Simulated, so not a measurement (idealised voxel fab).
Process module heading - voxel gate over fins
The width of the displayed cross-section, cut, is 245 nm; its cells are square, with a size of 5 nm.
If you're reading a cross-section in this doc, picture square cells in a grid; it comes to you as bands, top ones listed first down to the bottom, and a band can be one or more rows of cells. Per band: top height and bottom height in nm, followed by the left-to-right materials and their widths in nm; "all across" marks a single material spanning edge to edge, "empty" marks empty space. It should be noted that heights are counted from 0, beneath which the wafer as supplied is of one material throughout, and that the lowest band possesses no lower boundary but continues downward, as written in "0 -> down". It should be noted that a width expressed as "30 to 40" varies in equal increments from row to row of cells within the band, taking the value of the first number at the top row and that of the second number at the bottom row. When a step is marked "identical to before", none of the cells in the cross-section changed during that step. Heads up: "Sealed voids" only lists the empty pockets with no open path to the top that are 8 cells or more, and it writes them as width x height at distance, distance from the left edge, in nm. That trailing text on a step's line, after the settings, is the simulator's own remark on the step. The "overlay nm" setting may appear on a step's line; for a step that uses a mask, it gives how far to the right of its planned position the mask lay, and a negative value indicates the left.

Plan:
1. RECEIVE,material Si
2. CONFORMAL_DEP,material SiN,thk nm 10
3. DIRECTIONAL_DEP,material aC,thk nm 10
4. PATTERN,tone cover,mask id FINS,material resist,width nm 15,pitch nm 45,thk nm 30,overlay nm 0
5. DIRECTIONAL_ETCH,etch materials aC,depth nm 10
6. STRIP,etch materials resist
7. DIRECTIONAL_ETCH,etch materials SiN,depth nm 10
8. DIRECTIONAL_ETCH,etch materials Si,depth nm 30
9. STRIP,etch materials aC
10. FILL_DEP,material SiO2,thk nm 10
11. CMP,height nm 10
12. SELECTIVE_ETCH,etch materials SiO2,depth nm 20
13. STRIP,etch materials SiN
14. CONFORMAL_DEP,material HfO2,thk nm 5
15. CONFORMAL_DEP,material TiN,thk nm 5
16. FILL_DEP,material W,thk nm 10
17. CMP,height nm 15
18. CONFORMAL_DEP,material SiCN,thk nm 5

Shown in cross-section is the wafer as received, that is, as it stands after step 1:
  0 -> down  Si all across
  Sealed voids: none

Cross-section: first of two wafers, module finished, run according to plan:
  20 -> 15  SiCN all across
  15 -> 10  W all across
  10 -> 5  W 80 nm; TiN 35 nm; W 10 nm; TiN 35 nm; W 85 nm
  5 -> 0  W 80 nm; TiN 5 nm; HfO2 25 nm; TiN 5 nm; W 10 nm; TiN 5 nm; HfO2 25 nm; TiN 5 nm; W 85 nm
  0 -> -5  TiN 85 nm; HfO2 5 nm; Si 15 nm; HfO2 5 nm; TiN 20 nm; HfO2 5 nm; Si 15 nm; HfO2 5 nm; TiN 90 nm
  -5 -> -10  HfO2 90 nm; Si 15 nm; HfO2 30 nm; Si 15 nm; HfO2 95 nm
  -10 -> -30  SiO2 90 nm; Si 15 nm; SiO2 30 nm; Si 15 nm; SiO2 95 nm
  -30 -> down  Si all across
  Sealed voids: none

Cross-section, wafer two of two, end of module: same start and plan as wafer one, one error in execution:
  20 -> 15  SiCN all across
  15 -> 10  W all across
  10 -> 5  W 80 nm; TiN 40 nm; W 5 nm; TiN 40 nm; W 80 nm
  5 -> 0  W 80 nm; TiN 5 nm; HfO2 30 nm; TiN 5 nm; W 5 nm; TiN 5 nm; HfO2 30 nm; TiN 5 nm; W 80 nm
  0 -> -5  TiN 85 nm; HfO2 5 nm; Si 20 nm; HfO2 5 nm; TiN 15 nm; HfO2 5 nm; Si 20 nm; HfO2 5 nm; TiN 85 nm
  -5 -> -10  HfO2 90 nm; Si 20 nm; HfO2 25 nm; Si 20 nm; HfO2 90 nm
  -10 -> -30  SiO2 90 nm; Si 20 nm; SiO2 25 nm; Si 20 nm; SiO2 90 nm
  -30 -> down  Si all across
  Sealed voids: none
Short version of what went wrong: contrary to plan, step 4 was performed as PATTERN,tone cover,mask id FINS,material resist,width nm 20,pitch nm 45,thk nm 30,overlay nm 0
Counted in cells at the end, the second wafer holds more or fewer of these materials than the first: Si +12 | SiO2 -8 | W -4
